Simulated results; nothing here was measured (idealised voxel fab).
process module | voxel self aligned contacts
cross-section cut | 290 nm wide | cells 5 nm
A cross-section is a grid of square cells, given in bands from the top down. A band is one or more rows of cells.
Each band's line starts with the height of the band's top and of its bottom, in nm. Then come its materials from left to right, each with its width in nm. One material with "throughout" fills the band from edge to edge. "air" is empty space.
Height 0 is the level under which the wafer as received is all one material. The lowest band goes on downwards, as in "0 down".
A width such as "30 to 40" changes by the same amount from each row of cells to the next, from the band's top row to its bottom row.
"no change" after a step means that no cell of the cross-section changed.
closed voids: empty space of 8 cells or more with no open way to the top, each as width x height at its distance from the left edge, in nm
after a step's settings: what the simulator itself notes on the step
overlay nm, on a step with a mask: how far to the right of its planned place the mask lay; to the left if negative
plan
1 op RECEIVE | material Si
2 op CONFORMAL_DEP | material SiO2 | thk nm 5
3 op DIRECTIONAL_DEP | material polySi | thk nm 25
4 op DIRECTIONAL_DEP | material SiN | thk nm 20
5 op DIRECTIONAL_DEP | material aC | thk nm 15
6 op PATTERN | tone cover | mask id GATE | material resist | width nm 30 | pitch nm 75 | thk nm 30 | overlay nm 0
7 op DIRECTIONAL_ETCH | etch materials aC | depth nm 15
8 op STRIP | etch materials resist
9 op DIRECTIONAL_ETCH | etch materials SiN | depth nm 20
10 op DIRECTIONAL_ETCH | etch materials polySi | depth nm 25
11 op STRIP | etch materials aC
12 op CONFORMAL_DEP | material SiN | thk nm 10
13 op DIRECTIONAL_ETCH | etch materials SiN | depth nm 10
14 op FILL_DEP | material SiO2 | thk nm 10
15 op CMP | height nm 55
16 op MASKED_ETCH | tone open | mask id CONTACT | width nm 55 | pitch nm 75 | etch materials SiO2 | depth nm 55 | overlay nm 0
17 op CONFORMAL_DEP | material TiN | thk nm 5
18 op FILL_DEP | material W | thk nm 5
19 op CMP | height nm 55
20 op CONFORMAL_DEP | material SiN | thk nm 5
as received, after step 1
  0 down: Si throughout
  closed voids: none
a wafer at the end: this start, this plan, one mistake
  60 to 55: SiN throughout
  55 to 50: SiO2 80 | TiN 20 | W 15 | TiN 20 | SiO2 20 | TiN 20 | W 15 | TiN 20 | SiO2 80
  50 to 40: SiO2 45 | SiN 50 | TiN 5 | W 15 | TiN 5 | SiN 50 | TiN 5 | W 15 | TiN 5 | SiN 50 | SiO2 45
  40 to 35: SiO2 45 | SiN 50 | TiN 25 | SiN 50 | TiN 25 | SiN 50 | SiO2 45
  35 to 30: SiN throughout
  30 to 5: polySi throughout
  5 to 0: SiO2 throughout
  0 down: Si throughout
  closed voids: none
what went wrong: step 9 ran as: op DIRECTIONAL_ETCH | etch materials SiN | depth nm 15
